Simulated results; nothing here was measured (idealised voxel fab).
Process module name: voxel capacitor over wiring
Cross-sectional view cut (width: 195 nm; square cell size: 5 nm).
How to read a cross-section here: the picture is a grid of square cells, written as bands going from the top down, and any band can span one or more rows of cells. It is stipulated that each band's entry specify, in nanometres, the height of the top of the band and then that of its bottom, followed by the materials of the band in left-to-right sequence, each together with its width in nanometres. A single material marked by the word "throughout" is understood to fill the band from edge to edge; the word "empty" is understood to denote empty space. Height is counted from the level 0, under which the received wafer is composed throughout of one material. The lowest of the bands is not closed at the bottom but continues downward, in the notation "0 -> down". Read "30..40" as a graded width: first number on top, second number at the bottom, same change between each pair of neighbouring rows. Key: "nothing changed" - step with no changed cell in the cross-section. Empty spaces without an open route to the top, at least 8 cells in extent, make up the entry "Completely enclosed voids"; each is given as width x height at distance, where the distance is measured from the left edge, and all are in nm. On a step's line, text after the settings is the simulator commenting on that step. Steps that use a mask can have "overlay nm" on their line. It says how far the mask sat to the right of where it was meant to be. Negative means to the left.

## These are the steps we planned for the process
| 1 | RECEIVE (material Si) |
| 2 | CONFORMAL_DEP (material SiO2; thk nm 10) |
| 3 | CONFORMAL_DEP (material SiCN; thk nm 5) |
| 4 | DIRECTIONAL_DEP (material SiO2; thk nm 20) |
| 5 | PATTERN (tone open; mask id METAL_1; material resist; width nm 30; pitch nm 100; thk nm 15; overlay nm 0) |
| 6 | DIRECTIONAL_ETCH (etch materials SiO2; depth nm 20) |
| 7 | DIRECTIONAL_ETCH (etch materials SiCN; depth nm 5) |
| 8 | STRIP (etch materials resist) |
| 9 | CONFORMAL_DEP (material TiN; thk nm 5) |
| 10 | FILL_DEP (material W; thk nm 5) |
| 11 | CMP (height nm 35) |
| 12 | EPI (material Ru; thk nm 5) |
| 13 | FILL_DEP (material SiCN; thk nm 5) |
| 14 | DIRECTIONAL_DEP (material lowk; thk nm 15) |
| 15 | PATTERN (tone open; mask id PLUG_1; material resist; width nm 15; thk nm 15; overlay nm 0) |
| 16 | DIRECTIONAL_ETCH (etch materials lowk; depth nm 15) |
| 17 | DIRECTIONAL_ETCH (etch materials SiCN; depth nm 5) |
| 18 | STRIP (etch materials resist) |
| 19 | EPI (material Ru; thk nm 10) |
| 20 | EPI (material Ru; thk nm 10) |
| 21 | DIRECTIONAL_DEP (material TiN; thk nm 5) |
| 22 | DIRECTIONAL_DEP (material Al2O3; thk nm 5) |
| 23 | DIRECTIONAL_DEP (material TiN; thk nm 10) |
| 24 | PATTERN (tone cover; mask id UPPER_PLATE; material resist; width nm 75; thk nm 20; overlay nm 0) |
| 25 | DIRECTIONAL_ETCH (etch materials TiN; depth nm 10) |
| 26 | DIRECTIONAL_ETCH (etch materials Al2O3; depth nm 5) |
| 27 | STRIP (etch materials resist) |
| 28 | PATTERN (tone cover; mask id LOWER_PLATE; material resist; width nm 85; thk nm 15; overlay nm 0) |
| 29 | DIRECTIONAL_ETCH (etch materials TiN; depth nm 5) |
| 30 | STRIP (etch materials resist) |
| 31 | FILL_DEP (material SiO2; thk nm 20) |
| 32 | CMP (height nm 95) |
| 33 | DIRECTIONAL_DEP (material aC; thk nm 15) |
| 34 | PATTERN (tone open; mask id PLUG_2; material resist; width nm 15; thk nm 30; overlay nm 0) |
| 35 | DIRECTIONAL_ETCH (etch materials aC; depth nm 15) |
| 36 | STRIP (etch materials resist) |
| 37 | DIRECTIONAL_ETCH (etch materials SiO2; depth nm 15) |
| 38 | STRIP (etch materials aC) |
| 39 | CONFORMAL_DEP (material TiN; thk nm 5) |
| 40 | FILL_DEP (material Cu; thk nm 10) |
| 41 | CMP (height nm 95) |
| 42 | CONFORMAL_DEP (material SiCN; thk nm 5) |

## First of the two wafers, run per plan

## Cross-section of the incoming wafer, state after step 1
	0 -> down = Si throughout
	Completely enclosed voids: none

## Cross-section: wafer state after step 2
	10 -> 0 = SiO2 throughout
	Beneath the level 0, the cross-section is identical to its previous state.

## Cross-section: wafer state after step 3
	15 -> 10 = SiCN throughout
	Beneath the level 10, the cross-section is identical to its previous state.

## Cross-section: wafer state after step 4
	35 -> 15 = SiO2 throughout
	Beneath the level 15, the cross-section is identical to its previous state.

## Cross-section: wafer state after step 5
	50 -> 35 = resist (30); empty (30); resist (70); empty (30); resist (35)
	Beneath the level 35, the cross-section is identical to its previous state.

## Cross-section: wafer state after step 6
	50 -> 35 = resist (30); empty (30); resist (70); empty (30); resist (35)
	35 -> 15 = SiO2 (30); empty (30); SiO2 (70); empty (30); SiO2 (35)
	Beneath the level 15, the cross-section is identical to its previous state.

## Cross-section: wafer state after step 7
	50 -> 35 = resist (30); empty (30); resist (70); empty (30); resist (35)
	35 -> 15 = SiO2 (30); empty (30); SiO2 (70); empty (30); SiO2 (35)
	15 -> 10 = SiCN (30); empty (30); SiCN (70); empty (30); SiCN (35)
	Beneath the level 10, the cross-section is identical to its previous state.

## Cross-section: wafer state after step 8
	35 -> 15 = SiO2 (30); empty (30); SiO2 (70); empty (30); SiO2 (35)
	Beneath the level 15, the cross-section is identical to its previous state.

## Cross-section: wafer state after step 9
	40 -> 35 = TiN (35); empty (20); TiN (80); empty (20); TiN (40)
	35 -> 15 = SiO2 (30); TiN (5); empty (20); TiN (5); SiO2 (70); TiN (5); empty (20); TiN (5); SiO2 (35)
	15 -> 10 = SiCN (30); TiN (30); SiCN (70); TiN (30); SiCN (35)
	Beneath the level 10, the cross-section is identical to its previous state.

## Cross-section: wafer state after step 10
	45 -> 40 = W throughout
	40 -> 35 = TiN (35); W (20); TiN (80); W (20); TiN (40)
	35 -> 15 = SiO2 (30); TiN (5); W (20); TiN (5); SiO2 (70); TiN (5); W (20); TiN (5); SiO2 (35)
	Beneath the level 15, the cross-section is identical to its previous state.

## Cross-section: wafer state after step 11
	35 -> 15 = SiO2 (30); TiN (5); W (20); TiN (5); SiO2 (70); TiN (5); W (20); TiN (5); SiO2 (35)
	Beneath the level 15, the cross-section is identical to its previous state.

## Cross-section: wafer state after step 12
	40 -> 35 = empty (25); Ru (40); empty (60); Ru (40); empty (30)
	Beneath the level 35, the cross-section is identical to its previous state.

## Cross-section: wafer state after step 13
	45 -> 40 = SiCN throughout
	40 -> 35 = SiCN (25); Ru (40); SiCN (60); Ru (40); SiCN (30)
	Beneath the level 35, the cross-section is identical to its previous state.

## Cross-section: wafer state after step 14
	60 -> 45 = lowk throughout
	Beneath the level 45, the cross-section is identical to its previous state.

## Cross-section: wafer state after step 15
	75 -> 60 = resist (45); empty (15); resist (135)
	Beneath the level 60, the cross-section is identical to its previous state.

## Cross-section: wafer state after step 16
	75 -> 60 = resist (45); empty (15); resist (135)
	60 -> 45 = lowk (45); empty (15); lowk (135)
	Beneath the level 45, the cross-section is identical to its previous state.

## Cross-section: wafer state after step 17
	75 -> 60 = resist (45); empty (15); resist (135)
	60 -> 45 = lowk (45); empty (15); lowk (135)
	45 -> 40 = SiCN (45); empty (15); SiCN (135)
	Beneath the level 40, the cross-section is identical to its previous state.

## Cross-section: wafer state after step 18
	60 -> 45 = lowk (45); empty (15); lowk (135)
	Beneath the level 45, the cross-section is identical to its previous state.

## Cross-section: wafer state after step 19
	60 -> 50 = lowk (45); empty (15); lowk (135)
	50 -> 45 = lowk (45); Ru (15); lowk (135)
	45 -> 40 = SiCN (45); Ru (15); SiCN (135)
	Beneath the level 40, the cross-section is identical to its previous state.

## Cross-section: wafer state after step 20
	60 -> 45 = lowk (45); Ru (15); lowk (135)
	Beneath the level 45, the cross-section is identical to its previous state.

## Cross-section: wafer state after step 21
	65 -> 60 = TiN throughout
	Beneath the level 60, the cross-section is identical to its previous state.

## Cross-section: wafer state after step 22
	70 -> 65 = Al2O3 throughout
	Beneath the level 65, the cross-section is identical to its previous state.

## Cross-section: wafer state after step 23
	80 -> 70 = TiN throughout
	Beneath the level 70, the cross-section is identical to its previous state.

## Cross-section: wafer state after step 24
	100 -> 80 = empty (45); resist (75); empty (75)
	Beneath the level 80, the cross-section is identical to its previous state.

## Cross-section: wafer state after step 25
	100 -> 80 = empty (45); resist (75); empty (75)
	80 -> 70 = empty (45); TiN (75); empty (75)
	Beneath the level 70, the cross-section is identical to its previous state.

## Cross-section: wafer state after step 26
	100 -> 80 = empty (45); resist (75); empty (75)
	80 -> 70 = empty (45); TiN (75); empty (75)
	70 -> 65 = empty (45); Al2O3 (75); empty (75)
	Beneath the level 65, the cross-section is identical to its previous state.

## Cross-section: wafer state after step 27
	80 -> 70 = empty (45); TiN (75); empty (75)
	Beneath the level 70, the cross-section is identical to its previous state.

## Cross-section: wafer state after step 28
	95 -> 80 = empty (40); resist (85); empty (70)
	80 -> 70 = empty (40); resist (5); TiN (75); resist (5); empty (70)
	70 -> 65 = empty (40); resist (5); Al2O3 (75); resist (5); empty (70)
	Beneath the level 65, the cross-section is identical to its previous state.

## Cross-section: wafer state after step 29
	95 -> 80 = empty (40); resist (85); empty (70)
	80 -> 70 = empty (40); resist (5); TiN (75); resist (5); empty (70)
	70 -> 65 = empty (40); resist (5); Al2O3 (75); resist (5); empty (70)
	65 -> 60 = empty (40); TiN (85); empty (70)
	Beneath the level 60, the cross-section is identical to its previous state.

## Cross-section: wafer state after step 30
	80 -> 70 = empty (45); TiN (75); empty (75)
	70 -> 65 = empty (45); Al2O3 (75); empty (75)
	Beneath the level 65, the cross-section is identical to its previous state.

## Cross-section: wafer state after step 31
	100 -> 80 = SiO2 throughout
	80 -> 70 = SiO2 (45); TiN (75); SiO2 (75)
	70 -> 65 = SiO2 (45); Al2O3 (75); SiO2 (75)
	65 -> 60 = SiO2 (40); TiN (85); SiO2 (70)
	Beneath the level 60, the cross-section is identical to its previous state.

## Cross-section: wafer state after step 32
	95 -> 80 = SiO2 throughout
	Beneath the level 80, the cross-section is identical to its previous state.

## Cross-section: wafer state after step 33
	110 -> 95 = aC throughout
	Beneath the level 95, the cross-section is identical to its previous state.

## Cross-section: wafer state after step 34
	140 -> 110 = resist (55); empty (15); resist (125)
	Beneath the level 110, the cross-section is identical to its previous state.

## Cross-section: wafer state after step 35
	125 -> 110 = resist (55); empty (15); resist (125)
	110 -> 95 = aC (55); empty (15); aC (125)
	Beneath the level 95, the cross-section is identical to its previous state.

## Cross-section: wafer state after step 36
	110 -> 95 = aC (55); empty (15); aC (125)
	Beneath the level 95, the cross-section is identical to its previous state.

## Cross-section: wafer state after step 37
	110 -> 95 = aC (55); empty (15); aC (125)
	95 -> 80 = SiO2 (55); empty (15); SiO2 (125)
	Beneath the level 80, the cross-section is identical to its previous state.

## Cross-section: wafer state after step 38
	95 -> 80 = SiO2 (55); empty (15); SiO2 (125)
	Beneath the level 80, the cross-section is identical to its previous state.

## Cross-section: wafer state after step 39
	100 -> 95 = TiN (60); empty (5); TiN (130)
	95 -> 85 = SiO2 (55); TiN (5); empty (5); TiN (5); SiO2 (125)
	85 -> 80 = SiO2 (55); TiN (15); SiO2 (125)
	Beneath the level 80, the cross-section is identical to its previous state.

## Cross-section: wafer state after step 40
	110 -> 100 = Cu throughout
	100 -> 95 = TiN (60); Cu (5); TiN (130)
	95 -> 85 = SiO2 (55); TiN (5); Cu (5); TiN (5); SiO2 (125)
	Beneath the level 85, the cross-section is identical to its previous state.

## Cross-section: wafer state after step 41
	95 -> 85 = SiO2 (55); TiN (5); Cu (5); TiN (5); SiO2 (125)
	Beneath the level 85, the cross-section is identical to its previous state.

## Cross-section: wafer state after step 42
	100 -> 95 = SiCN throughout
	Beneath the level 95, the cross-section is identical to its previous state.

## The second wafer was prepared from the same starting point and under the same plan as the first; its processing contained one mistake, and it remains indistinguishable from the first wafer up to and including step 40

## Cross-section of the second wafer at the time step 41 of the plan should have ended
	105 -> 100 = Cu throughout
	Beneath the level 100, the cross-section is identical to its previous state.

## Cross-section of the second wafer at the time step 42 of the plan should have ended
	110 -> 105 = SiCN throughout
	Beneath the level 105, the cross-section is identical to its previous state.
Diagnosis: step 41 did not happen as planned, as run it was CMP (height nm 105)
Upon completion, the second wafer contains, in terms of cells, a greater or smaller amount of certain materials than the first wafer: Cu +40, TiN +38
